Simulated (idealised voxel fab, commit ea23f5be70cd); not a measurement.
The process module presented herein is designated voxel self aligned contacts.
FYI the section here is cut, 205 nm wide, cells are 5 nm squares.
Cross-section layout: square cells on a grid; listed as bands, top to bottom; a band spans one or more cell rows.
Top, bottom (nm), then materials left to right with widths (nm); lone material tagged "edge to edge" fills the whole band edge to edge; "empty" = empty space.
Note: height 0 marks the level under which the wafer is uniformly one material as received. Lowest band unbounded below, written "0 down".
It should be noted that a width expressed as "30..40" varies in equal increments from row to row of cells within the band, taking the value of the first number at the top row and that of the second number at the bottom row.
"no alteration" means the step left every cell of the cross-section as it was.
Empty spaces counting at least 8 cells and having no open way to the top are listed in "Cavities, closed". The notation width x height at distance is used for each, the distance being from the left edge and all three values in nm.
Anything after a step's settings on that line? It's the simulator's own note about the step.
For masked steps, "overlay nm" on the step line gives how far right of plan the mask actually lay; a minus sign means it lay to the left.
-- Process steps foreseen in the plan
step 1: RECEIVE [material Si]
step 2: OXIDIZE [depth nm 5]
step 3: DIRECTIONAL_DEP [material polySi] [thk nm 20]
step 4: DIRECTIONAL_DEP [material SiN] [thk nm 15]
step 5: DIRECTIONAL_DEP [material aC] [thk nm 10]
step 6: PATTERN [tone cover] [mask id GATE] [material resist] [width nm 30] [pitch nm 55] [thk nm 25] [overlay nm 0]
step 7: DIRECTIONAL_ETCH [etch materials aC] [depth nm 10]
step 8: STRIP [etch materials resist]
step 9: DIRECTIONAL_ETCH [etch materials SiN] [depth nm 15]
step 10: DIRECTIONAL_ETCH [etch materials polySi] [depth nm 20]
step 11: STRIP [etch materials aC]
step 12: CONFORMAL_DEP [material SiN] [thk nm 5]
step 13: DIRECTIONAL_ETCH [etch materials SiN] [depth nm 5]
step 14: FILL_DEP [material SiO2] [thk nm 15]
step 15: CMP [height nm 40]
step 16: DIRECTIONAL_DEP [material aC] [thk nm 10]
step 17: PATTERN [tone open] [mask id CONTACT] [material resist] [width nm 35] [pitch nm 55] [thk nm 30] [overlay nm 0]
step 18: DIRECTIONAL_ETCH [etch materials aC] [depth nm 10]
step 19: STRIP [etch materials resist]
step 20: DIRECTIONAL_ETCH [etch materials SiO2] [depth nm 45]
step 21: STRIP [etch materials aC]
step 22: CONFORMAL_DEP [material TiN] [thk nm 5]
step 23: FILL_DEP [material Ru] [thk nm 10]
step 24: CMP [height nm 40]
step 25: CONFORMAL_DEP [material SiN] [thk nm 5]
-- First wafer out of two, processed as planned
-- Cross-sectional view of the wafer in its as-received condition, corresponding to the state after step 1
    0 down  Si edge to edge
    Cavities, closed: none
-- Cross-section of the wafer subsequent to step 2
    0 to -5  SiO2 edge to edge
    Rest of section, below -5: as before.
-- Cross-section of the wafer subsequent to step 3
    20 to 0  polySi edge to edge
    Rest of section, below 0: as before.
-- Cross-section of the wafer subsequent to step 4
    35 to 20  SiN edge to edge
    Rest of section, below 20: as before.
-- Cross-section of the wafer subsequent to step 5
    45 to 35  aC edge to edge
    Rest of section, below 35: as before.
-- Cross-section of the wafer subsequent to step 6
    70 to 45  30 empty / 30 resist / 25 empty / 30 resist / 25 empty / 30 resist / 35 empty
    Rest of section, below 45: as before.
-- Cross-section of the wafer subsequent to step 7
    60 to 45  30 empty / 30 resist / 25 empty / 30 resist / 25 empty / 30 resist / 35 empty
    45 to 35  30 empty / 30 aC / 25 empty / 30 aC / 25 empty / 30 aC / 35 empty
    Rest of section, below 35: as before.
-- Cross-section of the wafer subsequent to step 8
    45 to 35  30 empty / 30 aC / 25 empty / 30 aC / 25 empty / 30 aC / 35 empty
    Rest of section, below 35: as before.
-- Cross-section of the wafer subsequent to step 9
    45 to 35  30 empty / 30 aC / 25 empty / 30 aC / 25 empty / 30 aC / 35 empty
    35 to 20  30 empty / 30 SiN / 25 empty / 30 SiN / 25 empty / 30 SiN / 35 empty
    Rest of section, below 20: as before.
-- Cross-section of the wafer subsequent to step 10
    45 to 35  30 empty / 30 aC / 25 empty / 30 aC / 25 empty / 30 aC / 35 empty
    35 to 20  30 empty / 30 SiN / 25 empty / 30 SiN / 25 empty / 30 SiN / 35 empty
    20 to 0  30 empty / 30 polySi / 25 empty / 30 polySi / 25 empty / 30 polySi / 35 empty
    Rest of section, below 0: as before.
-- Cross-section of the wafer subsequent to step 11
    35 to 20  30 empty / 30 SiN / 25 empty / 30 SiN / 25 empty / 30 SiN / 35 empty
    Rest of section, below 20: as before.
-- Cross-section of the wafer subsequent to step 12
    40 to 20  25 empty / 40 SiN / 15 empty / 40 SiN / 15 empty / 40 SiN / 30 empty
    20 to 5  25 empty / 5 SiN / 30 polySi / 5 SiN / 15 empty / 5 SiN / 30 polySi / 5 SiN / 15 empty / 5 SiN / 30 polySi / 5 SiN / 30 empty
    5 to 0  30 SiN / 30 polySi / 25 SiN / 30 polySi / 25 SiN / 30 polySi / 35 SiN
    Rest of section, below 0: as before.
-- Cross-section of the wafer subsequent to step 13
    35 to 20  25 empty / 40 SiN / 15 empty / 40 SiN / 15 empty / 40 SiN / 30 empty
    20 to 0  25 empty / 5 SiN / 30 polySi / 5 SiN / 15 empty / 5 SiN / 30 polySi / 5 SiN / 15 empty / 5 SiN / 30 polySi / 5 SiN / 30 empty
    Rest of section, below 0: as before.
-- Cross-section of the wafer subsequent to step 14
    50 to 35  SiO2 edge to edge
    35 to 20  25 SiO2 / 40 SiN / 15 SiO2 / 40 SiN / 15 SiO2 / 40 SiN / 30 SiO2
    20 to 0  25 SiO2 / 5 SiN / 30 polySi / 5 SiN / 15 SiO2 / 5 SiN / 30 polySi / 5 SiN / 15 SiO2 / 5 SiN / 30 polySi / 5 SiN / 30 SiO2
    Rest of section, below 0: as before.
-- Cross-section of the wafer subsequent to step 15
    40 to 35  SiO2 edge to edge
    Rest of section, below 35: as before.
-- Cross-section of the wafer subsequent to step 16
    50 to 40  aC edge to edge
    Rest of section, below 40: as before.
-- Cross-section of the wafer subsequent to step 17
    80 to 50  55 resist / 35 empty / 20 resist / 35 empty / 60 resist
    Rest of section, below 50: as before.
-- Cross-section of the wafer subsequent to step 18
    70 to 50  55 resist / 35 empty / 20 resist / 35 empty / 60 resist
    50 to 40  55 aC / 35 empty / 20 aC / 35 empty / 60 aC
    Rest of section, below 40: as before.
-- Cross-section of the wafer subsequent to step 19
    50 to 40  55 aC / 35 empty / 20 aC / 35 empty / 60 aC
    Rest of section, below 40: as before.
-- Cross-section of the wafer subsequent to step 20
    50 to 40  55 aC / 35 empty / 20 aC / 35 empty / 60 aC
    40 to 35  55 SiO2 / 35 empty / 20 SiO2 / 35 empty / 60 SiO2
    35 to 20  25 SiO2 / 40 SiN / 15 empty / 40 SiN / 15 empty / 40 SiN / 30 SiO2
    20 to 0  25 SiO2 / 5 SiN / 30 polySi / 5 SiN / 15 empty / 5 SiN / 30 polySi / 5 SiN / 15 empty / 5 SiN / 30 polySi / 5 SiN / 30 SiO2
    0 to -5  65 SiO2 / 15 empty / 40 SiO2 / 15 empty / 70 SiO2
    Rest of section, below -5: as before.
-- Cross-section of the wafer subsequent to step 21
    40 to 35  55 SiO2 / 35 empty / 20 SiO2 / 35 empty / 60 SiO2
    Rest of section, below 35: as before.
-- Cross-section of the wafer subsequent to step 22
    45 to 40  60 TiN / 25 empty / 30 TiN / 25 empty / 65 TiN
    40 to 35  55 SiO2 / 15 TiN / 5 empty / 15 TiN / 20 SiO2 / 15 TiN / 5 empty / 15 TiN / 60 SiO2
    35 to 20  25 SiO2 / 40 SiN / 5 TiN / 5 empty / 5 TiN / 40 SiN / 5 TiN / 5 empty / 5 TiN / 40 SiN / 30 SiO2
    20 to 0  25 SiO2 / 5 SiN / 30 polySi / 5 SiN / 5 TiN / 5 empty / 5 TiN / 5 SiN / 30 polySi / 5 SiN / 5 TiN / 5 empty / 5 TiN / 5 SiN / 30 polySi / 5 SiN / 30 SiO2
    0 to -5  65 SiO2 / 15 TiN / 40 SiO2 / 15 TiN / 70 SiO2
    Rest of section, below -5: as before.
-- Cross-section of the wafer subsequent to step 23
    55 to 45  Ru edge to edge
    45 to 40  60 TiN / 25 Ru / 30 TiN / 25 Ru / 65 TiN
    40 to 35  55 SiO2 / 15 TiN / 5 Ru / 15 TiN / 20 SiO2 / 15 TiN / 5 Ru / 15 TiN / 60 SiO2
    35 to 20  25 SiO2 / 40 SiN / 5 TiN / 5 Ru / 5 TiN / 40 SiN / 5 TiN / 5 Ru / 5 TiN / 40 SiN / 30 SiO2
    20 to 0  25 SiO2 / 5 SiN / 30 polySi / 5 SiN / 5 TiN / 5 Ru / 5 TiN / 5 SiN / 30 polySi / 5 SiN / 5 TiN / 5 Ru / 5 TiN / 5 SiN / 30 polySi / 5 SiN / 30 SiO2
    Rest of section, below 0: as before.
-- Cross-section of the wafer subsequent to step 24
    40 to 35  55 SiO2 / 15 TiN / 5 Ru / 15 TiN / 20 SiO2 / 15 TiN / 5 Ru / 15 TiN / 60 SiO2
    Rest of section, below 35: as before.
-- Cross-section of the wafer subsequent to step 25
    45 to 40  SiN edge to edge
    Rest of section, below 40: as before.
-- Second wafer. Start and plan as for the first. One mistake made in running. Agrees with the first up to and including step 16
-- Look at the second wafer in cross-section at the time step 17 ought to have finished
    80 to 50  60 resist / 30 empty / 25 resist / 30 empty / 60 resist
    Rest of section, below 50: as before.
-- Look at the second wafer in cross-section at the time step 18 ought to have finished
    70 to 50  60 resist / 30 empty / 25 resist / 30 empty / 60 resist
    50 to 40  60 aC / 30 empty / 25 aC / 30 empty / 60 aC
    Rest of section, below 40: as before.
-- Look at the second wafer in cross-section at the time step 19 ought to have finished
    50 to 40  60 aC / 30 empty / 25 aC / 30 empty / 60 aC
    Rest of section, below 40: as before.
-- Look at the second wafer in cross-section at the time step 20 ought to have finished
    50 to 40  60 aC / 30 empty / 25 aC / 30 empty / 60 aC
    40 to 35  60 SiO2 / 30 empty / 25 SiO2 / 30 empty / 60 SiO2
    35 to 20  25 SiO2 / 40 SiN / 15 empty / 40 SiN / 15 empty / 40 SiN / 30 SiO2
    20 to 0  25 SiO2 / 5 SiN / 30 polySi / 5 SiN / 15 empty / 5 SiN / 30 polySi / 5 SiN / 15 empty / 5 SiN / 30 polySi / 5 SiN / 30 SiO2
    0 to -5  65 SiO2 / 15 empty / 40 SiO2 / 15 empty / 70 SiO2
    Rest of section, below -5: as before.
-- Look at the second wafer in cross-section at the time step 21 ought to have finished
    40 to 35  60 SiO2 / 30 empty / 25 SiO2 / 30 empty / 60 SiO2
    Rest of section, below 35: as before.
-- Look at the second wafer in cross-section at the time step 22 ought to have finished
    45 to 40  65 TiN / 20 empty / 35 TiN / 20 empty / 65 TiN
    40 to 35  60 SiO2 / 10 TiN / 5 empty / 15 TiN / 25 SiO2 / 10 TiN / 5 empty / 15 TiN / 60 SiO2
    35 to 20  25 SiO2 / 40 SiN / 5 TiN / 5 empty / 5 TiN / 40 SiN / 5 TiN / 5 empty / 5 TiN / 40 SiN / 30 SiO2
    20 to 0  25 SiO2 / 5 SiN / 30 polySi / 5 SiN / 5 TiN / 5 empty / 5 TiN / 5 SiN / 30 polySi / 5 SiN / 5 TiN / 5 empty / 5 TiN / 5 SiN / 30 polySi / 5 SiN / 30 SiO2
    0 to -5  65 SiO2 / 15 TiN / 40 SiO2 / 15 TiN / 70 SiO2
    Rest of section, below -5: as before.
-- Look at the second wafer in cross-section at the time step 23 ought to have finished
    55 to 45  Ru edge to edge
    45 to 40  65 TiN / 20 Ru / 35 TiN / 20 Ru / 65 TiN
    40 to 35  60 SiO2 / 10 TiN / 5 Ru / 15 TiN / 25 SiO2 / 10 TiN / 5 Ru / 15 TiN / 60 SiO2
    35 to 20  25 SiO2 / 40 SiN / 5 TiN / 5 Ru / 5 TiN / 40 SiN / 5 TiN / 5 Ru / 5 TiN / 40 SiN / 30 SiO2
    20 to 0  25 SiO2 / 5 SiN / 30 polySi / 5 SiN / 5 TiN / 5 Ru / 5 TiN / 5 SiN / 30 polySi / 5 SiN / 5 TiN / 5 Ru / 5 TiN / 5 SiN / 30 polySi / 5 SiN / 30 SiO2
    Rest of section, below 0: as before.
-- Look at the second wafer in cross-section at the time step 24 ought to have finished
    40 to 35  60 SiO2 / 10 TiN / 5 Ru / 15 TiN / 25 SiO2 / 10 TiN / 5 Ru / 15 TiN / 60 SiO2
    Rest of section, below 35: as before.
-- Look at the second wafer in cross-section at the time step 25 ought to have finished
    45 to 40  SiN edge to edge
    Rest of section, below 40: as before.
Plan not followed: step 17, actual vs plan mismatch, actual run PATTERN [tone open] [mask id CONTACT] [material resist] [width nm 30] [pitch nm 55] [thk nm 30] [overlay nm 0]
Materials where the second wafer ends with more or fewer cells than the first: 2 more of SiO2, 2 fewer of TiN
